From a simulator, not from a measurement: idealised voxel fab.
The document below concerns the process module designated voxel wiring stack.
This is section cut - it's 270 nm across, gridded in 5 nm square cells.
Format of a cross-section: grid, square cells. Given as bands. Order: top down. Band: one or more rows of cells.
Top, bottom (nm), then materials left to right with widths (nm); lone material tagged "throughout" fills the whole band edge to edge; "empty" = empty space.
Convention: height 0 is the level below which the wafer, as received, is all one material. The lowest band does not terminate at the bottom but continues downward, represented as "from 0 down".
Width: "30..40" (first number = top row, second number = bottom row, same change from row to row of cells).
"nothing changed" -> step changed no cross-section cell.
What "Closed empty spaces" gives you is every empty space of 8 cells or more that is cut off from the top. Each appears as width x height at distance, with the distance taken from the left edge and width, height and distance all in nm.
Past the settings on a step's line: simulator remark, on that step.
A step's line can hold "overlay nm"; with a mask on that step, the setting says how far right of the planned place the mask lay, while a negative setting says it lay to the left.
-- Steps planned for the process
1,RECEIVE (material Si)
2,CONFORMAL_DEP (material SiO2; thk nm 15)
3,CONFORMAL_DEP (material SiCN; thk nm 5)
4,DIRECTIONAL_DEP (material SiO2; thk nm 20)
5,PATTERN (tone open; mask id METAL_1; material resist; width nm 25; pitch nm 45; thk nm 20; overlay nm 0)
6,DIRECTIONAL_ETCH (etch materials SiO2; depth nm 20)
7,DIRECTIONAL_ETCH (etch materials SiCN; depth nm 5)
8,STRIP (etch materials resist)
9,CONFORMAL_DEP (material TiN; thk nm 5)
10,FILL_DEP (material Ru; thk nm 5)
11,CMP (height nm 40)
12,CONFORMAL_DEP (material SiCN; thk nm 5)
13,DIRECTIONAL_DEP (material SiO2; thk nm 10)
14,PATTERN (tone open; mask id PLUG_1; material resist; width nm 15; pitch nm 45; thk nm 20; overlay nm 0)
15,DIRECTIONAL_ETCH (etch materials SiO2; depth nm 10)
16,DIRECTIONAL_ETCH (etch materials SiCN; depth nm 5)
17,STRIP (etch materials resist)
18,EPI (material Ru; thk nm 10)
19,EPI (material Ru; thk nm 5)
20,CONFORMAL_DEP (material SiN; thk nm 5)
21,DIRECTIONAL_DEP (material lowk; thk nm 20)
22,PATTERN (tone open; mask id METAL_2; material resist; width nm 25; pitch nm 45; thk nm 20; overlay nm 0)
23,DIRECTIONAL_ETCH (etch materials lowk; depth nm 20)
24,DIRECTIONAL_ETCH (etch materials SiN; depth nm 5)
25,STRIP (etch materials resist)
26,CONFORMAL_DEP (material TiN; thk nm 5)
27,FILL_DEP (material Cu; thk nm 5)
28,CMP (height nm 80)
29,CONFORMAL_DEP (material SiCN; thk nm 5)
30,DIRECTIONAL_DEP (material lowk; thk nm 30)
31,MASKED_ETCH (tone open; mask id METAL_3_HOLES; width nm 15; pitch nm 90; etch materials lowk; depth nm 30; overlay nm 0)
32,DIRECTIONAL_DEP (material aC; thk nm 10)
33,PATTERN (tone open; mask id METAL_3; material resist; width nm 25; pitch nm 45; thk nm 25; overlay nm 0)
34,DIRECTIONAL_ETCH (etch materials aC; depth nm 10)
35,STRIP (etch materials resist)
36,DIRECTIONAL_ETCH (etch materials lowk; depth nm 15)
37,DIRECTIONAL_ETCH (etch materials SiCN; depth nm 5)
38,STRIP (etch materials aC)
39,CONFORMAL_DEP (material TiN; thk nm 5)
40,FILL_DEP (material Cu; thk nm 10)
41,CMP (height nm 115)
42,CONFORMAL_DEP (material SiN; thk nm 5)
-- Below: the first of two wafers, run as planned
-- Cross-section: wafer on arrival = after step 1
	from 0 down = Si throughout
	Closed empty spaces: none
-- Cross-section: wafer state after step 2
	from 15 to 0 = SiO2 throughout
	Under 0: no change, same as before.
-- Cross-section: wafer state after step 3
	from 20 to 15 = SiCN throughout
	Under 15: no change, same as before.
-- Cross-section: wafer state after step 4
	from 40 to 20 = SiO2 throughout
	Under 20: no change, same as before.
-- Cross-section: wafer state after step 5
	from 60 to 40 = resist (55), empty (25), resist (20), empty (25), resist (20), empty (25), resist (20), empty (25), resist (55)
	Under 40: no change, same as before.
-- Cross-section: wafer state after step 6
	from 60 to 40 = resist (55), empty (25), resist (20), empty (25), resist (20), empty (25), resist (20), empty (25), resist (55)
	from 40 to 20 = SiO2 (55), empty (25), SiO2 (20), empty (25), SiO2 (20), empty (25), SiO2 (20), empty (25), SiO2 (55)
	Under 20: no change, same as before.
-- Cross-section: wafer state after step 7
	from 60 to 40 = resist (55), empty (25), resist (20), empty (25), resist (20), empty (25), resist (20), empty (25), resist (55)
	from 40 to 20 = SiO2 (55), empty (25), SiO2 (20), empty (25), SiO2 (20), empty (25), SiO2 (20), empty (25), SiO2 (55)
	from 20 to 15 = SiCN (55), empty (25), SiCN (20), empty (25), SiCN (20), empty (25), SiCN (20), empty (25), SiCN (55)
	Under 15: no change, same as before.
-- Cross-section: wafer state after step 8
	from 40 to 20 = SiO2 (55), empty (25), SiO2 (20), empty (25), SiO2 (20), empty (25), SiO2 (20), empty (25), SiO2 (55)
	Under 20: no change, same as before.
-- Cross-section: wafer state after step 9
	from 45 to 40 = TiN (60), empty (15), TiN (30), empty (15), TiN (30), empty (15), TiN (30), empty (15), TiN (60)
	from 40 to 20 = SiO2 (55), TiN (5), empty (15), TiN (5), SiO2 (20), TiN (5), empty (15), TiN (5), SiO2 (20), TiN (5), empty (15), TiN (5), SiO2 (20), TiN (5), empty (15), TiN (5), SiO2 (55)
	from 20 to 15 = SiCN (55), TiN (25), SiCN (20), TiN (25), SiCN (20), TiN (25), SiCN (20), TiN (25), SiCN (55)
	Under 15: no change, same as before.
-- Cross-section: wafer state after step 10
	from 50 to 45 = Ru throughout
	from 45 to 40 = TiN (60), Ru (15), TiN (30), Ru (15), TiN (30), Ru (15), TiN (30), Ru (15), TiN (60)
	from 40 to 20 = SiO2 (55), TiN (5), Ru (15), TiN (5), SiO2 (20), TiN (5), Ru (15), TiN (5), SiO2 (20), TiN (5), Ru (15), TiN (5), SiO2 (20), TiN (5), Ru (15), TiN (5), SiO2 (55)
	Under 20: no change, same as before.
-- Cross-section: wafer state after step 11
	from 40 to 20 = SiO2 (55), TiN (5), Ru (15), TiN (5), SiO2 (20), TiN (5), Ru (15), TiN (5), SiO2 (20), TiN (5), Ru (15), TiN (5), SiO2 (20), TiN (5), Ru (15), TiN (5), SiO2 (55)
	Under 20: no change, same as before.
-- Cross-section: wafer state after step 12
	from 45 to 40 = SiCN throughout
	Under 40: no change, same as before.
-- Cross-section: wafer state after step 13
	from 55 to 45 = SiO2 throughout
	Under 45: no change, same as before.
-- Cross-section: wafer state after step 14
	from 75 to 55 = resist (55), empty (15), resist (30), empty (15), resist (30), empty (15), resist (30), empty (15), resist (65)
	Under 55: no change, same as before.
-- Cross-section: wafer state after step 15
	from 75 to 55 = resist (55), empty (15), resist (30), empty (15), resist (30), empty (15), resist (30), empty (15), resist (65)
	from 55 to 45 = SiO2 (55), empty (15), SiO2 (30), empty (15), SiO2 (30), empty (15), SiO2 (30), empty (15), SiO2 (65)
	Under 45: no change, same as before.
-- Cross-section: wafer state after step 16
	from 75 to 55 = resist (55), empty (15), resist (30), empty (15), resist (30), empty (15), resist (30), empty (15), resist (65)
	from 55 to 45 = SiO2 (55), empty (15), SiO2 (30), empty (15), SiO2 (30), empty (15), SiO2 (30), empty (15), SiO2 (65)
	from 45 to 40 = SiCN (55), empty (15), SiCN (30), empty (15), SiCN (30), empty (15), SiCN (30), empty (15), SiCN (65)
	Under 40: no change, same as before.
-- Cross-section: wafer state after step 17
	from 55 to 45 = SiO2 (55), empty (15), SiO2 (30), empty (15), SiO2 (30), empty (15), SiO2 (30), empty (15), SiO2 (65)
	Under 45: no change, same as before.
-- Cross-section: wafer state after step 18
	from 55 to 50 = SiO2 (55), empty (15), SiO2 (30), empty (15), SiO2 (30), empty (15), SiO2 (30), empty (15), SiO2 (65)
	from 50 to 45 = SiO2 (55), Ru (15), SiO2 (30), Ru (15), SiO2 (30), Ru (15), SiO2 (30), Ru (15), SiO2 (65)
	from 45 to 40 = SiCN (55), Ru (15), SiCN (30), Ru (15), SiCN (30), Ru (15), SiCN (30), Ru (15), SiCN (65)
	Under 40: no change, same as before.
-- Cross-section: wafer state after step 19
	from 55 to 45 = SiO2 (55), Ru (15), SiO2 (30), Ru (15), SiO2 (30), Ru (15), SiO2 (30), Ru (15), SiO2 (65)
	Under 45: no change, same as before.
-- Cross-section: wafer state after step 20
	from 60 to 55 = SiN throughout
	Under 55: no change, same as before.
-- Cross-section: wafer state after step 21
	from 80 to 60 = lowk throughout
	Under 60: no change, same as before.
-- Cross-section: wafer state after step 22
	from 100 to 80 = resist (55), empty (25), resist (20), empty (25), resist (20), empty (25), resist (20), empty (25), resist (55)
	Under 80: no change, same as before.
-- Cross-section: wafer state after step 23
	from 100 to 80 = resist (55), empty (25), resist (20), empty (25), resist (20), empty (25), resist (20), empty (25), resist (55)
	from 80 to 60 = lowk (55), empty (25), lowk (20), empty (25), lowk (20), empty (25), lowk (20), empty (25), lowk (55)
	Under 60: no change, same as before.
-- Cross-section: wafer state after step 24
	from 100 to 80 = resist (55), empty (25), resist (20), empty (25), resist (20), empty (25), resist (20), empty (25), resist (55)
	from 80 to 60 = lowk (55), empty (25), lowk (20), empty (25), lowk (20), empty (25), lowk (20), empty (25), lowk (55)
	from 60 to 55 = SiN (55), empty (25), SiN (20), empty (25), SiN (20), empty (25), SiN (20), empty (25), SiN (55)
	Under 55: no change, same as before.
-- Cross-section: wafer state after step 25
	from 80 to 60 = lowk (55), empty (25), lowk (20), empty (25), lowk (20), empty (25), lowk (20), empty (25), lowk (55)
	Under 60: no change, same as before.
-- Cross-section: wafer state after step 26
	from 85 to 80 = TiN (60), empty (15), TiN (30), empty (15), TiN (30), empty (15), TiN (30), empty (15), TiN (60)
	from 80 to 60 = lowk (55), TiN (5), empty (15), TiN (5), lowk (20), TiN (5), empty (15), TiN (5), lowk (20), TiN (5), empty (15), TiN (5), lowk (20), TiN (5), empty (15), TiN (5), lowk (55)
	from 60 to 55 = SiN (55), TiN (25), SiN (20), TiN (25), SiN (20), TiN (25), SiN (20), TiN (25), SiN (55)
	Under 55: no change, same as before.
-- Cross-section: wafer state after step 27
	from 90 to 85 = Cu throughout
	from 85 to 80 = TiN (60), Cu (15), TiN (30), Cu (15), TiN (30), Cu (15), TiN (30), Cu (15), TiN (60)
	from 80 to 60 = lowk (55), TiN (5), Cu (15), TiN (5), lowk (20), TiN (5), Cu (15), TiN (5), lowk (20), TiN (5), Cu (15), TiN (5), lowk (20), TiN (5), Cu (15), TiN (5), lowk (55)
	Under 60: no change, same as before.
-- Cross-section: wafer state after step 28
	from 80 to 60 = lowk (55), TiN (5), Cu (15), TiN (5), lowk (20), TiN (5), Cu (15), TiN (5), lowk (20), TiN (5), Cu (15), TiN (5), lowk (20), TiN (5), Cu (15), TiN (5), lowk (55)
	Under 60: no change, same as before.
-- Cross-section: wafer state after step 29
	from 85 to 80 = SiCN throughout
	Under 80: no change, same as before.
-- Cross-section: wafer state after step 30
	from 115 to 85 = lowk throughout
	Under 85: no change, same as before.
-- Cross-section: wafer state after step 31
	from 115 to 85 = lowk (55), empty (15), lowk (75), empty (15), lowk (110)
	Under 85: no change, same as before.
-- Cross-section: wafer state after step 32
	from 125 to 115 = aC (55), empty (15), aC (75), empty (15), aC (110)
	from 115 to 95 = lowk (55), empty (15), lowk (75), empty (15), lowk (110)
	from 95 to 85 = lowk (55), aC (15), lowk (75), aC (15), lowk (110)
	Under 85: no change, same as before.
-- Cross-section: wafer state after step 33
	from 150 to 125 = resist (55), empty (25), resist (20), empty (25), resist (20), empty (25), resist (20), empty (25), resist (55)
	Under 125: no change, same as before.
-- Cross-section: wafer state after step 34
	from 140 to 125 = resist (55), empty (25), resist (20), empty (25), resist (20), empty (25), resist (20), empty (25), resist (55)
	from 125 to 115 = aC (55), empty (25), aC (20), empty (25), aC (20), empty (25), aC (20), empty (25), aC (55)
	from 115 to 85 = lowk (55), empty (15), lowk (75), empty (15), lowk (110)
	Under 85: no change, same as before.
-- Cross-section: wafer state after step 35
	from 125 to 115 = aC (55), empty (25), aC (20), empty (25), aC (20), empty (25), aC (20), empty (25), aC (55)
	Under 115: no change, same as before.
-- Cross-section: wafer state after step 36
	from 125 to 115 = aC (55), empty (25), aC (20), empty (25), aC (20), empty (25), aC (20), empty (25), aC (55)
	from 115 to 100 = lowk (55), empty (25), lowk (20), empty (25), lowk (20), empty (25), lowk (20), empty (25), lowk (55)
	Under 100: no change, same as before.
-- Cross-section: wafer state after step 37
	from 125 to 115 = aC (55), empty (25), aC (20), empty (25), aC (20), empty (25), aC (20), empty (25), aC (55)
	from 115 to 100 = lowk (55), empty (25), lowk (20), empty (25), lowk (20), empty (25), lowk (20), empty (25), lowk (55)
	from 100 to 85 = lowk (55), empty (15), lowk (75), empty (15), lowk (110)
	from 85 to 80 = SiCN (55), empty (15), SiCN (75), empty (15), SiCN (110)
	Under 80: no change, same as before.
-- Cross-section: wafer state after step 38
	from 115 to 100 = lowk (55), empty (25), lowk (20), empty (25), lowk (20), empty (25), lowk (20), empty (25), lowk (55)
	Under 100: no change, same as before.
-- Cross-section: wafer state after step 39
	from 120 to 115 = TiN (60), empty (15), TiN (30), empty (15), TiN (30), empty (15), TiN (30), empty (15), TiN (60)
	from 115 to 105 = lowk (55), TiN (5), empty (15), TiN (5), lowk (20), TiN (5), empty (15), TiN (5), lowk (20), TiN (5), empty (15), TiN (5), lowk (20), TiN (5), empty (15), TiN (5), lowk (55)
	from 105 to 100 = lowk (55), TiN (5), empty (5), TiN (15), lowk (20), TiN (25), lowk (20), TiN (5), empty (5), TiN (15), lowk (20), TiN (25), lowk (55)
	from 100 to 85 = lowk (55), TiN (5), empty (5), TiN (5), lowk (75), TiN (5), empty (5), TiN (5), lowk (110)
	from 85 to 80 = SiCN (55), TiN (15), SiCN (75), TiN (15), SiCN (110)
	Under 80: no change, same as before.
-- Cross-section: wafer state after step 40
	from 130 to 120 = Cu throughout
	from 120 to 115 = TiN (60), Cu (15), TiN (30), Cu (15), TiN (30), Cu (15), TiN (30), Cu (15), TiN (60)
	from 115 to 105 = lowk (55), TiN (5), Cu (15), TiN (5), lowk (20), TiN (5), Cu (15), TiN (5), lowk (20), TiN (5), Cu (15), TiN (5), lowk (20), TiN (5), Cu (15), TiN (5), lowk (55)
	from 105 to 100 = lowk (55), TiN (5), Cu (5), TiN (15), lowk (20), TiN (25), lowk (20), TiN (5), Cu (5), TiN (15), lowk (20), TiN (25), lowk (55)
	from 100 to 85 = lowk (55), TiN (5), Cu (5), TiN (5), lowk (75), TiN (5), Cu (5), TiN (5), lowk (110)
	Under 85: no change, same as before.
-- Cross-section: wafer state after step 41
	from 115 to 105 = lowk (55), TiN (5), Cu (15), TiN (5), lowk (20), TiN (5), Cu (15), TiN (5), lowk (20), TiN (5), Cu (15), TiN (5), lowk (20), TiN (5), Cu (15), TiN (5), lowk (55)
	Under 105: no change, same as before.
-- Cross-section: wafer state after step 42
	from 120 to 115 = SiN throughout
	Under 115: no change, same as before.
-- Second wafer, same starting conditions and recipe as the first, one mistake in executing it, nothing differs from the first up to and including step 21
-- The second wafer in cross-section, at the planned close of step 22
	from 100 to 80 = resist (65), empty (25), resist (20), empty (25), resist (20), empty (25), resist (20), empty (25), resist (45)
	Under 80: no change, same as before.
-- The second wafer in cross-section, at the planned close of step 23
	from 100 to 80 = resist (65), empty (25), resist (20), empty (25), resist (20), empty (25), resist (20), empty (25), resist (45)
	from 80 to 60 = lowk (65), empty (25), lowk (20), empty (25), lowk (20), empty (25), lowk (20), empty (25), lowk (45)
	Under 60: no change, same as before.
-- The second wafer in cross-section, at the planned close of step 24
	from 100 to 80 = resist (65), empty (25), resist (20), empty (25), resist (20), empty (25), resist (20), empty (25), resist (45)
	from 80 to 60 = lowk (65), empty (25), lowk (20), empty (25), lowk (20), empty (25), lowk (20), empty (25), lowk (45)
	from 60 to 55 = SiN (65), empty (25), SiN (20), empty (25), SiN (20), empty (25), SiN (20), empty (25), SiN (45)
	Under 55: no change, same as before.
-- The second wafer in cross-section, at the planned close of step 25
	from 80 to 60 = lowk (65), empty (25), lowk (20), empty (25), lowk (20), empty (25), lowk (20), empty (25), lowk (45)
	Under 60: no change, same as before.
-- The second wafer in cross-section, at the planned close of step 26
	from 85 to 80 = TiN (70), empty (15), TiN (30), empty (15), TiN (30), empty (15), TiN (30), empty (15), TiN (50)
	from 80 to 60 = lowk (65), TiN (5), empty (15), TiN (5), lowk (20), TiN (5), empty (15), TiN (5), lowk (20), TiN (5), empty (15), TiN (5), lowk (20), TiN (5), empty (15), TiN (5), lowk (45)
	from 60 to 55 = SiN (65), TiN (25), SiN (20), TiN (25), SiN (20), TiN (25), SiN (20), TiN (25), SiN (45)
	Under 55: no change, same as before.
-- The second wafer in cross-section, at the planned close of step 27
	from 90 to 85 = Cu throughout
	from 85 to 80 = TiN (70), Cu (15), TiN (30), Cu (15), TiN (30), Cu (15), TiN (30), Cu (15), TiN (50)
	from 80 to 60 = lowk (65), TiN (5), Cu (15), TiN (5), lowk (20), TiN (5), Cu (15), TiN (5), lowk (20), TiN (5), Cu (15), TiN (5), lowk (20), TiN (5), Cu (15), TiN (5), lowk (45)
	Under 60: no change, same as before.
-- The second wafer in cross-section, at the planned close of step 28
	from 80 to 60 = lowk (65), TiN (5), Cu (15), TiN (5), lowk (20), TiN (5), Cu (15), TiN (5), lowk (20), TiN (5), Cu (15), TiN (5), lowk (20), TiN (5), Cu (15), TiN (5), lowk (45)
	Under 60: no change, same as before.
-- The second wafer in cross-section, at the planned close of step 29
	from 85 to 80 = SiCN throughout
	Under 80: no change, same as before.
-- The second wafer in cross-section, at the planned close of step 30
	from 115 to 85 = lowk throughout
	Under 85: no change, same as before.
-- The second wafer in cross-section, at the planned close of step 31
	from 115 to 85 = lowk (55), empty (15), lowk (75), empty (15), lowk (110)
	Under 85: no change, same as before.
-- The second wafer in cross-section, at the planned close of step 32
	from 125 to 115 = aC (55), empty (15), aC (75), empty (15), aC (110)
	from 115 to 95 = lowk (55), empty (15), lowk (75), empty (15), lowk (110)
	from 95 to 85 = lowk (55), aC (15), lowk (75), aC (15), lowk (110)
	Under 85: no change, same as before.
-- The second wafer in cross-section, at the planned close of step 33
	from 150 to 125 = resist (55), empty (25), resist (20), empty (25), resist (20), empty (25), resist (20), empty (25), resist (55)
	Under 125: no change, same as before.
-- The second wafer in cross-section, at the planned close of step 34
	from 140 to 125 = resist (55), empty (25), resist (20), empty (25), resist (20), empty (25), resist (20), empty (25), resist (55)
	from 125 to 115 = aC (55), empty (25), aC (20), empty (25), aC (20), empty (25), aC (20), empty (25), aC (55)
	from 115 to 85 = lowk (55), empty (15), lowk (75), empty (15), lowk (110)
	Under 85: no change, same as before.
-- The second wafer in cross-section, at the planned close of step 35
	from 125 to 115 = aC (55), empty (25), aC (20), empty (25), aC (20), empty (25), aC (20), empty (25), aC (55)
	Under 115: no change, same as before.
-- The second wafer in cross-section, at the planned close of step 36
	from 125 to 115 = aC (55), empty (25), aC (20), empty (25), aC (20), empty (25), aC (20), empty (25), aC (55)
	from 115 to 100 = lowk (55), empty (25), lowk (20), empty (25), lowk (20), empty (25), lowk (20), empty (25), lowk (55)
	Under 100: no change, same as before.
-- The second wafer in cross-section, at the planned close of step 37
	from 125 to 115 = aC (55), empty (25), aC (20), empty (25), aC (20), empty (25), aC (20), empty (25), aC (55)
	from 115 to 100 = lowk (55), empty (25), lowk (20), empty (25), lowk (20), empty (25), lowk (20), empty (25), lowk (55)
	from 100 to 85 = lowk (55), empty (15), lowk (75), empty (15), lowk (110)
	from 85 to 80 = SiCN (55), empty (15), SiCN (75), empty (15), SiCN (110)
	Under 80: no change, same as before.
-- The second wafer in cross-section, at the planned close of step 38
	from 115 to 100 = lowk (55), empty (25), lowk (20), empty (25), lowk (20), empty (25), lowk (20), empty (25), lowk (55)
	Under 100: no change, same as before.
-- The second wafer in cross-section, at the planned close of step 39
	from 120 to 115 = TiN (60), empty (15), TiN (30), empty (15), TiN (30), empty (15), TiN (30), empty (15), TiN (60)
	from 115 to 105 = lowk (55), TiN (5), empty (15), TiN (5), lowk (20), TiN (5), empty (15), TiN (5), lowk (20), TiN (5), empty (15), TiN (5), lowk (20), TiN (5), empty (15), TiN (5), lowk (55)
	from 105 to 100 = lowk (55), TiN (5), empty (5), TiN (15), lowk (20), TiN (25), lowk (20), TiN (5), empty (5), TiN (15), lowk (20), TiN (25), lowk (55)
	from 100 to 85 = lowk (55), TiN (5), empty (5), TiN (5), lowk (75), TiN (5), empty (5), TiN (5), lowk (110)
	from 85 to 80 = SiCN (55), TiN (15), SiCN (75), TiN (15), SiCN (110)
	Under 80: no change, same as before.
-- The second wafer in cross-section, at the planned close of step 40
	from 130 to 120 = Cu throughout
	from 120 to 115 = TiN (60), Cu (15), TiN (30), Cu (15), TiN (30), Cu (15), TiN (30), Cu (15), TiN (60)
	from 115 to 105 = lowk (55), TiN (5), Cu (15), TiN (5), lowk (20), TiN (5), Cu (15), TiN (5), lowk (20), TiN (5), Cu (15), TiN (5), lowk (20), TiN (5), Cu (15), TiN (5), lowk (55)
	from 105 to 100 = lowk (55), TiN (5), Cu (5), TiN (15), lowk (20), TiN (25), lowk (20), TiN (5), Cu (5), TiN (15), lowk (20), TiN (25), lowk (55)
	from 100 to 85 = lowk (55), TiN (5), Cu (5), TiN (5), lowk (75), TiN (5), Cu (5), TiN (5), lowk (110)
	Under 85: no change, same as before.
-- The second wafer in cross-section, at the planned close of step 41
	from 115 to 105 = lowk (55), TiN (5), Cu (15), TiN (5), lowk (20), TiN (5), Cu (15), TiN (5), lowk (20), TiN (5), Cu (15), TiN (5), lowk (20), TiN (5), Cu (15), TiN (5), lowk (55)
	Under 105: no change, same as before.
-- The second wafer in cross-section, at the planned close of step 42
	from 120 to 115 = SiN throughout
	Under 115: no change, same as before.
Run error: step 22 off recipe, ran as PATTERN (tone open; mask id METAL_2; material resist; width nm 25; pitch nm 45; thk nm 20; overlay nm 10)
Heads up: at the end the two wafers have identical cell counts per material, they're just laid out differently.
